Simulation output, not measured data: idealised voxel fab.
process module | voxel spacer lines
cross-section cut | 250 nm wide | cells 5 nm
A cross-section is a grid of square cells, given in bands from the top down. A band is one or more rows of cells.
Each band's line starts with the height of the band's top and of its bottom, in nm. Then come its materials from left to right, each with its width in nm. One material with "throughout" fills the band from edge to edge. "air" is empty space.
Height 0 is the level under which the wafer as received is all one material. The lowest band goes on downwards, as in "0 down".
A width such as "30 to 40" changes by the same amount from each row of cells to the next, from the band's top row to its bottom row.
"no change" after a step means that no cell of the cross-section changed.
closed voids: empty space of 8 cells or more with no open way to the top, each as width x height at its distance from the left edge, in nm
after a step's settings: what the simulator itself notes on the step
overlay nm, on a step with a mask: how far to the right of its planned place the mask lay; to the left if negative
plan
1 op RECEIVE | material Si
2 op CONFORMAL_DEP | material Al2O3 | thk nm 5
3 op DIRECTIONAL_DEP | material SiN | thk nm 15
4 op DIRECTIONAL_DEP | material aC | thk nm 30
5 op PATTERN | tone cover | mask id MANDREL | material resist | width nm 25 | pitch nm 70 | thk nm 35 | overlay nm 0
6 op DIRECTIONAL_ETCH | etch materials aC | depth nm 30
7 op STRIP | etch materials resist
8 op CONFORMAL_DEP | material SiO2 | thk nm 10
9 op DIRECTIONAL_ETCH | etch materials SiO2 | depth nm 10
10 op STRIP | etch materials aC
11 op DIRECTIONAL_ETCH | etch materials SiN | depth nm 15
12 op STRIP | etch materials SiO2
as received, after step 1
  0 down: Si throughout
  closed voids: none
a wafer at the end: this start, this plan, one mistake
  20 to 5: air 40 | SiN 10 | air 25 | SiN 10 | air 25 | SiN 10 | air 25 | SiN 10 | air 25 | SiN 10 | air 25 | SiN 10 | air 25
  5 to 0: Al2O3 throughout
  0 down: Si throughout
  closed voids: none
what went wrong: step 5 ran as: op PATTERN | tone cover | mask id MANDREL | material resist | width nm 25 | pitch nm 70 | thk nm 35 | overlay nm 10
